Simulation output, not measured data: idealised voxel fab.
Module name: voxel spacer lines (process module)
FYI the section here is cut, 250 nm wide, cells are 5 nm squares.
For the purposes of this document, a cross-section shall be understood as a grid of square cells, specified as bands listed in top-to-bottom order, each band consisting of one or more rows of cells.
Within each band entry, the heights of the top and of the bottom of the band appear first, in that order and in nm; the materials of the band then follow from left to right, each with its corresponding width in nm. The designation "all across" on a single material indicates that it fills the band from edge to edge; the designation "empty" indicates empty space.
Height 0 is the level under which the wafer as received is all one material. The lowest band goes on downwards, as in "top 0, no bottom".
Width spec "30..40" -> top row of cells at first value, bottom row at second value, equal per-row change in between.
When a step is marked "left unchanged", none of the cells in the cross-section changed during that step.
In the "Catalogued sealed voids" entry, you get each enclosed empty space of 8 cells or more, one with no open way to the top, written width x height at distance, distance from the left edge, in nm.
That trailing text on a step's line, after the settings, is the simulator's own remark on the step.
overlay nm: on a step with a mask, how far right of its planned place the mask lay; negative means left.
Steps planned for the process
- 1: RECEIVE [material Si]
- 2: CONFORMAL_DEP [material Al2O3] [thk nm 10]
- 3: DIRECTIONAL_DEP [material SiN] [thk nm 20]
- 4: DIRECTIONAL_DEP [material aC] [thk nm 20]
- 5: PATTERN [tone cover] [mask id MANDREL] [material resist] [width nm 15] [pitch nm 50] [thk nm 30] [overlay nm 0]
- 6: DIRECTIONAL_ETCH [etch materials aC] [depth nm 20]
- 7: STRIP [etch materials resist]
- 8: CONFORMAL_DEP [material SiO2] [thk nm 10]
- 9: DIRECTIONAL_ETCH [etch materials SiO2] [depth nm 10]
- 10: STRIP [etch materials aC]
- 11: DIRECTIONAL_ETCH [etch materials SiN] [depth nm 20]
- 12: STRIP [etch materials SiO2]
- 13: FILL_DEP [material lowk] [thk nm 5]
- 14: CMP [height nm 30]
Concerning the first of two wafers, which was run in accordance with the plan
Step 1 complete: cross-section of the wafer as received
> top 0, no bottom = Si all across
> Catalogued sealed voids: none
The following cross-section depicts the wafer upon completion of step 2
> top 10, bottom 0 = Al2O3 all across
> Below 0, the layers are the same as they were.
The following cross-section depicts the wafer upon completion of step 3
> top 30, bottom 10 = SiN all across
> Below 10, the layers are the same as they were.
The following cross-section depicts the wafer upon completion of step 4
> top 50, bottom 30 = aC all across
> Below 30, the layers are the same as they were.
The following cross-section depicts the wafer upon completion of step 5
> top 80, bottom 50 = empty 65  resist 15  empty 35  resist 15  empty 35  resist 15  empty 70
> Below 50, the layers are the same as they were.
The following cross-section depicts the wafer upon completion of step 6
> top 60, bottom 50 = empty 65  resist 15  empty 35  resist 15  empty 35  resist 15  empty 70
> top 50, bottom 30 = empty 65  aC 15  empty 35  aC 15  empty 35  aC 15  empty 70
> Below 30, the layers are the same as they were.
The following cross-section depicts the wafer upon completion of step 7
> top 50, bottom 30 = empty 65  aC 15  empty 35  aC 15  empty 35  aC 15  empty 70
> Below 30, the layers are the same as they were.
The following cross-section depicts the wafer upon completion of step 8
> top 60, bottom 50 = empty 55  SiO2 35  empty 15  SiO2 35  empty 15  SiO2 35  empty 60
> top 50, bottom 40 = empty 55  SiO2 10  aC 15  SiO2 10  empty 15  SiO2 10  aC 15  SiO2 10  empty 15  SiO2 10  aC 15  SiO2 10  empty 60
> top 40, bottom 30 = SiO2 65  aC 15  SiO2 35  aC 15  SiO2 35  aC 15  SiO2 70
> Below 30, the layers are the same as they were.
The following cross-section depicts the wafer upon completion of step 9
> top 50, bottom 30 = empty 55  SiO2 10  aC 15  SiO2 10  empty 15  SiO2 10  aC 15  SiO2 10  empty 15  SiO2 10  aC 15  SiO2 10  empty 60
> Below 30, the layers are the same as they were.
The following cross-section depicts the wafer upon completion of step 10
> top 50, bottom 30 = empty 55  SiO2 10  empty 15  SiO2 10  empty 15  SiO2 10  empty 15  SiO2 10  empty 15  SiO2 10  empty 15  SiO2 10  empty 60
> Below 30, the layers are the same as they were.
The following cross-section depicts the wafer upon completion of step 11
> top 50, bottom 30 = empty 55  SiO2 10  empty 15  SiO2 10  empty 15  SiO2 10  empty 15  SiO2 10  empty 15  SiO2 10  empty 15  SiO2 10  empty 60
> top 30, bottom 10 = empty 55  SiN 10  empty 15  SiN 10  empty 15  SiN 10  empty 15  SiN 10  empty 15  SiN 10  empty 15  SiN 10  empty 60
> Below 10, the layers are the same as they were.
The following cross-section depicts the wafer upon completion of step 12
> top 30, bottom 10 = empty 55  SiN 10  empty 15  SiN 10  empty 15  SiN 10  empty 15  SiN 10  empty 15  SiN 10  empty 15  SiN 10  empty 60
> Below 10, the layers are the same as they were.
The following cross-section depicts the wafer upon completion of step 13
> top 35, bottom 30 = lowk all across
> top 30, bottom 10 = lowk 55  SiN 10  lowk 15  SiN 10  lowk 15  SiN 10  lowk 15  SiN 10  lowk 15  SiN 10  lowk 15  SiN 10  lowk 60
> Below 10, the layers are the same as they were.
The following cross-section depicts the wafer upon completion of step 14
> top 30, bottom 10 = lowk 55  SiN 10  lowk 15  SiN 10  lowk 15  SiN 10  lowk 15  SiN 10  lowk 15  SiN 10  lowk 15  SiN 10  lowk 60
> Below 10, the layers are the same as they were.
Second wafer, same starting state and plan as the first, one mistake in the run, identical through step 4
The second wafer cut through, at the time step 5 was supposed to be finished
> top 80, bottom 50 = empty 65  resist 20  empty 30  resist 20  empty 30  resist 20  empty 65
> Below 50, the layers are the same as they were.
The second wafer cut through, at the time step 6 was supposed to be finished
> top 60, bottom 50 = empty 65  resist 20  empty 30  resist 20  empty 30  resist 20  empty 65
> top 50, bottom 30 = empty 65  aC 20  empty 30  aC 20  empty 30  aC 20  empty 65
> Below 30, the layers are the same as they were.
The second wafer cut through, at the time step 7 was supposed to be finished
> top 50, bottom 30 = empty 65  aC 20  empty 30  aC 20  empty 30  aC 20  empty 65
> Below 30, the layers are the same as they were.
The second wafer cut through, at the time step 8 was supposed to be finished
> top 60, bottom 50 = empty 55  SiO2 40  empty 10  SiO2 40  empty 10  SiO2 40  empty 55
> top 50, bottom 40 = empty 55  SiO2 10  aC 20  SiO2 10  empty 10  SiO2 10  aC 20  SiO2 10  empty 10  SiO2 10  aC 20  SiO2 10  empty 55
> top 40, bottom 30 = SiO2 65  aC 20  SiO2 30  aC 20  SiO2 30  aC 20  SiO2 65
> Below 30, the layers are the same as they were.
The second wafer cut through, at the time step 9 was supposed to be finished
> top 50, bottom 30 = empty 55  SiO2 10  aC 20  SiO2 10  empty 10  SiO2 10  aC 20  SiO2 10  empty 10  SiO2 10  aC 20  SiO2 10  empty 55
> Below 30, the layers are the same as they were.
The second wafer cut through, at the time step 10 was supposed to be finished
> top 50, bottom 30 = empty 55  SiO2 10  empty 20  SiO2 10  empty 10  SiO2 10  empty 20  SiO2 10  empty 10  SiO2 10  empty 20  SiO2 10  empty 55
> Below 30, the layers are the same as they were.
The second wafer cut through, at the time step 11 was supposed to be finished
> top 50, bottom 30 = empty 55  SiO2 10  empty 20  SiO2 10  empty 10  SiO2 10  empty 20  SiO2 10  empty 10  SiO2 10  empty 20  SiO2 10  empty 55
> top 30, bottom 10 = empty 55  SiN 10  empty 20  SiN 10  empty 10  SiN 10  empty 20  SiN 10  empty 10  SiN 10  empty 20  SiN 10  empty 55
> Below 10, the layers are the same as they were.
The second wafer cut through, at the time step 12 was supposed to be finished
> top 30, bottom 10 = empty 55  SiN 10  empty 20  SiN 10  empty 10  SiN 10  empty 20  SiN 10  empty 10  SiN 10  empty 20  SiN 10  empty 55
> Below 10, the layers are the same as they were.
The second wafer cut through, at the time step 13 was supposed to be finished
> top 35, bottom 30 = lowk all across
> top 30, bottom 10 = lowk 55  SiN 10  lowk 20  SiN 10  lowk 10  SiN 10  lowk 20  SiN 10  lowk 10  SiN 10  lowk 20  SiN 10  lowk 55
> Below 10, the layers are the same as they were.
The second wafer cut through, at the time step 14 was supposed to be finished
> top 30, bottom 10 = lowk 55  SiN 10  lowk 20  SiN 10  lowk 10  SiN 10  lowk 20  SiN 10  lowk 10  SiN 10  lowk 20  SiN 10  lowk 55
> Below 10, the layers are the same as they were.
What was the processing mistake? heads up, step 5 didn't go per plan, it actually ran as PATTERN [tone cover] [mask id MANDREL] [material resist] [width nm 20] [pitch nm 50] [thk nm 30] [overlay nm 0]
Upon completion, the cell count for each material on the second wafer equals that on the first, whereas the spatial distribution of those cells differs.
